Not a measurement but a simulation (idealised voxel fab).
Process module in this document: voxel air gaps
cross-section cut | 225 nm wide | cells 5 nm
How to read a cross-section here: the picture is a grid of square cells, written as bands going from the top down, and any band can span one or more rows of cells.
Per band: top height and bottom height in nm, followed by the left-to-right materials and their widths in nm; "edge to edge" marks a single material spanning edge to edge, "air" marks empty space.
The level at which height equals 0 is the one under which the wafer, as it arrives, is entirely one material. No lower edge exists for the bottom band, which continues downward and is notated as in "0 -> down".
Note: "30->40" means the width goes from the first number (top row of the band) to the second number (bottom row) in equal steps per row of cells.
"nothing changed" (step): cross-section cells unchanged, all of them.
Empty spaces without an open route to the top, at least 8 cells in extent, make up the entry "Voids lacking openings"; each is given as width x height at distance, where the distance is measured from the left edge, and all are in nm.
Text after the settings on a step's line: the simulator's own remark on that step.
Each step line may optionally specify "overlay nm", which for a step with a mask gives the rightward distance between the mask's planned place and where it lay, a negative value indicating the leftward direction.
Intended process steps:
- 1: RECEIVE [material Si]
- 2: CONFORMAL_DEP [material SiO2] [thk nm 10]
- 3: CONFORMAL_DEP [material SiCN] [thk nm 5]
- 4: DIRECTIONAL_DEP [material SiO2] [thk nm 40]
- 5: PATTERN [tone open] [mask id LINES] [material resist] [width nm 20] [pitch nm 45] [thk nm 15] [overlay nm 0]
- 6: DIRECTIONAL_ETCH [etch materials SiO2] [depth nm 40]
- 7: STRIP [etch materials resist]
- 8: CONFORMAL_DEP [material TiN] [thk nm 5]
- 9: FILL_DEP [material W] [thk nm 10]
- 10: CMP [height nm 55]
- 11: EPI [material Ru] [thk nm 10]
- 12: SELECTIVE_ETCH [etch materials SiO2] [depth nm 50]
- 13: CONFORMAL_DEP [material SiCN] [thk nm 5]
As received, after step 1:
	0 -> down | Si edge to edge
	Voids lacking openings: none
Cross-section taken at module completion on the first of two wafers; processed per the plan:
	70 -> 65 | air 40 | SiCN 140 | air 45
	65 -> 55 | air 40 | SiCN 5 | Ru 40 | SiCN 5 | Ru 40 | SiCN 5 | Ru 40 | SiCN 5 | air 45
	55 -> 50 | air 40 | SiCN 15 | TiN 5 | W 10 | TiN 5 | SiCN 25 | TiN 5 | W 10 | TiN 5 | SiCN 25 | TiN 5 | W 10 | TiN 5 | SiCN 15 | air 45
	50 -> 20 | air 50 | SiCN 5 | TiN 5 | W 10 | TiN 5 | SiCN 5 | air 15 | SiCN 5 | TiN 5 | W 10 | TiN 5 | SiCN 5 | air 15 | SiCN 5 | TiN 5 | W 10 | TiN 5 | SiCN 5 | air 55
	20 -> 15 | SiCN 55 | TiN 20 | SiCN 25 | TiN 20 | SiCN 25 | TiN 20 | SiCN 60
	15 -> 10 | SiCN edge to edge
	10 -> 0 | SiO2 edge to edge
	0 -> down | Si edge to edge
	Voids lacking openings: 15 x 30 at 80; 15 x 30 at 125
So this is wafer number two of the two, cut at the end of the module - it started where the first did and had the same plan, we just got one thing wrong running it:
	80 -> 75 | air 30 | SiCN 160 | air 35
	75 -> 55 | air 30 | SiCN 5 | Ru 150 | SiCN 5 | air 35
	55 -> 50 | air 30 | SiCN 25 | TiN 5 | W 10 | TiN 5 | SiO2 25 | TiN 5 | W 10 | TiN 5 | SiO2 25 | TiN 5 | W 10 | TiN 5 | SiCN 25 | air 35
	50 -> 20 | air 50 | SiCN 5 | TiN 5 | W 10 | TiN 5 | SiO2 25 | TiN 5 | W 10 | TiN 5 | SiO2 25 | TiN 5 | W 10 | TiN 5 | SiCN 5 | air 55
	20 -> 15 | SiCN 55 | TiN 20 | SiO2 25 | TiN 20 | SiO2 25 | TiN 20 | SiCN 60
	15 -> 10 | SiCN edge to edge
	10 -> 0 | SiO2 edge to edge
	0 -> down | Si edge to edge
	Voids lacking openings: none
Heads up, the wafer didn't run the way we planned it: twice, step 11 of the plan was run
Count the cells at the end and the second wafer has more or fewer of some materials than the first: 72 more of Ru; 36 fewer of SiCN; 80 more of SiO2
Ultimately, the number of closed voids is 2 in the first wafer and 0 in the second wafer.
